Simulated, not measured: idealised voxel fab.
process module | voxel capacitor over wiring
cross-section cut | 155 nm wide | cells 5 nm
A cross-section is a grid of square cells, given in bands from the top down. A band is one or more rows of cells.
Each band's line starts with the height of the band's top and of its bottom, in nm. Then come its materials from left to right, each with its width in nm. One material with "throughout" fills the band from edge to edge. "air" is empty space.
Height 0 is the level under which the wafer as received is all one material. The lowest band goes on downwards, as in "0 down".
A width such as "30 to 40" changes by the same amount from each row of cells to the next, from the band's top row to its bottom row.
"no change" after a step means that no cell of the cross-section changed.
closed voids: empty space of 8 cells or more with no open way to the top, each as width x height at its distance from the left edge, in nm
after a step's settings: what the simulator itself notes on the step
overlay nm, on a step with a mask: how far to the right of its planned place the mask lay; to the left if negative
plan
1 op RECEIVE | material Si
2 op CONFORMAL_DEP | material SiO2 | thk nm 15
3 op CONFORMAL_DEP | material SiCN | thk nm 5
4 op DIRECTIONAL_DEP | material SiO2 | thk nm 15
5 op PATTERN | tone open | mask id METAL_1 | material resist | width nm 25 | pitch nm 90 | thk nm 20 | overlay nm 0
6 op DIRECTIONAL_ETCH | etch materials SiO2 | depth nm 15
7 op DIRECTIONAL_ETCH | etch materials SiCN | depth nm 5
8 op STRIP | etch materials resist
9 op CONFORMAL_DEP | material TiN | thk nm 5
10 op FILL_DEP | material Ru | thk nm 10
11 op CMP | height nm 35
12 op CONFORMAL_DEP | material SiCN | thk nm 5
13 op DIRECTIONAL_DEP | material SiO2 | thk nm 15
14 op DIRECTIONAL_DEP | material aC | thk nm 10
15 op PATTERN | tone open | mask id PLUG_1 | material resist | width nm 15 | thk nm 25 | overlay nm 0
16 op DIRECTIONAL_ETCH | etch materials aC | depth nm 10
17 op STRIP | etch materials resist
18 op DIRECTIONAL_ETCH | etch materials SiO2 | depth nm 15
19 op DIRECTIONAL_ETCH | etch materials SiCN | depth nm 5
20 op STRIP | etch materials aC
21 op EPI | material Ru | thk nm 10
22 op EPI | material Ru | thk nm 10
23 op DIRECTIONAL_DEP | material TiN | thk nm 10
24 op DIRECTIONAL_DEP | material HfO2 | thk nm 5
25 op DIRECTIONAL_DEP | material TiN | thk nm 5
26 op PATTERN | tone cover | mask id UPPER_PLATE | material resist | width nm 70 | thk nm 15 | overlay nm 0
27 op DIRECTIONAL_ETCH | etch materials TiN | depth nm 5
28 op DIRECTIONAL_ETCH | etch materials HfO2 | depth nm 5
29 op STRIP | etch materials resist
30 op PATTERN | tone cover | mask id LOWER_PLATE | material resist | width nm 80 | thk nm 20 | overlay nm 0
31 op DIRECTIONAL_ETCH | etch materials TiN | depth nm 10
32 op STRIP | etch materials resist
33 op FILL_DEP | material SiO2 | thk nm 20
34 op CMP | height nm 90
35 op PATTERN | tone open | mask id PLUG_2 | material resist | width nm 15 | thk nm 20 | overlay nm 0
36 op DIRECTIONAL_ETCH | etch materials SiO2 | depth nm 15
37 op STRIP | etch materials resist
38 op CONFORMAL_DEP | material TiN | thk nm 5
39 op FILL_DEP | material Ru | thk nm 10
40 op CMP | height nm 90
41 op CONFORMAL_DEP | material SiCN | thk nm 5
as received, after step 1
  0 down: Si throughout
  closed voids: none
first wafer at the end, as planned
  95 to 90: SiCN throughout
  90 to 80: SiO2 40 | TiN 5 | Ru 5 | TiN 5 | SiO2 100
  80 to 70: SiO2 40 to 30 | TiN 15 to 70 | SiO2 100 to 55
  70 to 65: SiO2 30 | HfO2 70 | SiO2 55
  65 to 55: SiO2 25 | TiN 80 | SiO2 50
  55 to 40: SiO2 30 | Ru 15 | SiO2 110
  40 to 35: SiCN 30 | Ru 15 | SiCN 110
  35 to 20: SiO2 20 | TiN 5 | Ru 15 | TiN 5 | SiO2 65 | TiN 5 | Ru 15 | TiN 5 | SiO2 20
  20 to 15: SiCN 20 | TiN 25 | SiCN 65 | TiN 25 | SiCN 20
  15 to 0: SiO2 throughout
  0 down: Si throughout
  closed voids: none
second wafer at the end: like start, like plan, one mistake
  95 to 90: SiCN throughout
  90 to 80: SiO2 40 | TiN 5 | Ru 5 | TiN 5 | SiO2 100
  80 to 70: SiO2 40 to 30 | TiN 15 to 70 | SiO2 100 to 55
  70 to 65: SiO2 30 | HfO2 70 | SiO2 55
  65 to 55: SiO2 25 | TiN 80 | SiO2 50
  55 to 40: SiO2 30 | Ru 15 | SiO2 110
  40 to 35: SiCN 30 | Ru 15 | SiCN 110
  35 to 30: Ru throughout
  30 to 25: TiN 25 | Ru 15 | TiN 75 | Ru 15 | TiN 25
  25 to 10: SiO2 20 | TiN 5 | Ru 15 | TiN 5 | SiO2 65 | TiN 5 | Ru 15 | TiN 5 | SiO2 20
  10 to 5: SiCN 20 | TiN 25 | SiCN 65 | TiN 25 | SiCN 20
  5 to 0: SiO2 throughout
  0 down: Si throughout
  closed voids: none
what went wrong: step 2 ran as: op CONFORMAL_DEP | material SiO2 | thk nm 5
at the end the second wafer has, in cells: 37 more of Ru | 62 fewer of SiO2 | 25 more of TiN
